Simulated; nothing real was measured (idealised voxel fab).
The following process module bears the name voxel gate over fins.
It is cross-section cut that appears here, measuring 225 nm in width, its square cells being 5 nm in size.
Just so we're on the same page, the cross-sections are grids of square cells, and they're listed out in bands top to bottom, each band one or more rows deep.
Each band's line starts with the height of the band's top and of its bottom, in nm. Then come its materials from left to right, each with its width in nm. One material with "full width" fills the band from edge to edge. "air" is empty space.
Heights from 0 (as-received wafer is one material below). Bottom band endless downward, as "z 0 and below".
Quick explanation for "30->40": the width changes in equal steps down the rows of cells, from the first number in the band's top row to the second number in its bottom row.
The cross-section has no changed cell in any step marked "nothing changed".
Heads up: "Sealed cavities" only lists the empty pockets with no open path to the top that are 8 cells or more, and it writes them as width x height at distance, distance from the left edge, in nm.
Past the settings on a step's line: simulator remark, on that step.
The line of a step may include "overlay nm". On a step with a mask, this value is how far to the right of its planned place the mask lay. A negative value means the mask lay to the left.

## Steps planned for the process
step 1: RECEIVE: material Si
step 2: CONFORMAL_DEP: material SiN, thk nm 5
step 3: PATTERN: tone cover, mask id FINS, material resist, width nm 15, pitch nm 40, thk nm 15, overlay nm 0
step 4: DIRECTIONAL_ETCH: etch materials SiN, depth nm 5
step 5: DIRECTIONAL_ETCH: etch materials Si, depth nm 40
step 6: STRIP: etch materials resist
step 7: OXIDIZE: depth nm 5
step 8: FILL_DEP: material SiO2, thk nm 10
step 9: CMP: height nm 5
step 10: SELECTIVE_ETCH: etch materials SiO2, depth nm 15
step 11: STRIP: etch materials SiN
step 12: CONFORMAL_DEP: material HfO2, thk nm 5
step 13: CONFORMAL_DEP: material TiN, thk nm 5
step 14: FILL_DEP: material W, thk nm 15
step 15: CMP: height nm 20
step 16: CONFORMAL_DEP: material SiCN, thk nm 5

## Cross-section of the wafer as it came to us, i.e., already through step 1
z 0 and below  Si full width
Sealed cavities: none

## Look at the cross-section after the module: the wafer started out the way shown above and the plan was the one shown above, yet one mistake was made along the way
z 25 to 20  SiCN full width
z 20 to 10  W full width
z 10 to 5  TiN: 50 / W: 5 / TiN: 35 / W: 5 / TiN: 35 / W: 5 / TiN: 35 / W: 5 / TiN: 50
z 5 to 0  HfO2: 45 / TiN: 5 / W: 5 / TiN: 5 / HfO2: 25 / TiN: 5 / W: 5 / TiN: 5 / HfO2: 25 / TiN: 5 / W: 5 / TiN: 5 / HfO2: 25 / TiN: 5 / W: 5 / TiN: 5 / HfO2: 45
z 0 to -5  Si: 40 / HfO2: 5 / TiN: 15 / HfO2: 5 / Si: 15 / HfO2: 5 / TiN: 15 / HfO2: 5 / Si: 15 / HfO2: 5 / TiN: 15 / HfO2: 5 / Si: 15 / HfO2: 5 / TiN: 15 / HfO2: 5 / Si: 40
z -5 to -10  Si: 40 / HfO2: 25 / Si: 15 / HfO2: 25 / Si: 15 / HfO2: 25 / Si: 15 / HfO2: 25 / Si: 40
z -10 to -45  Si: 40 / SiO2: 25 / Si: 15 / SiO2: 25 / Si: 15 / SiO2: 25 / Si: 15 / SiO2: 25 / Si: 40
z -45 and below  Si full width
Sealed cavities: none
So what did we get wrong on this run? step 3 ran with different settings than intended, the actual operation and settings being PATTERN: tone open, mask id FINS, material resist, width nm 15, pitch nm 40, thk nm 15, overlay nm 0
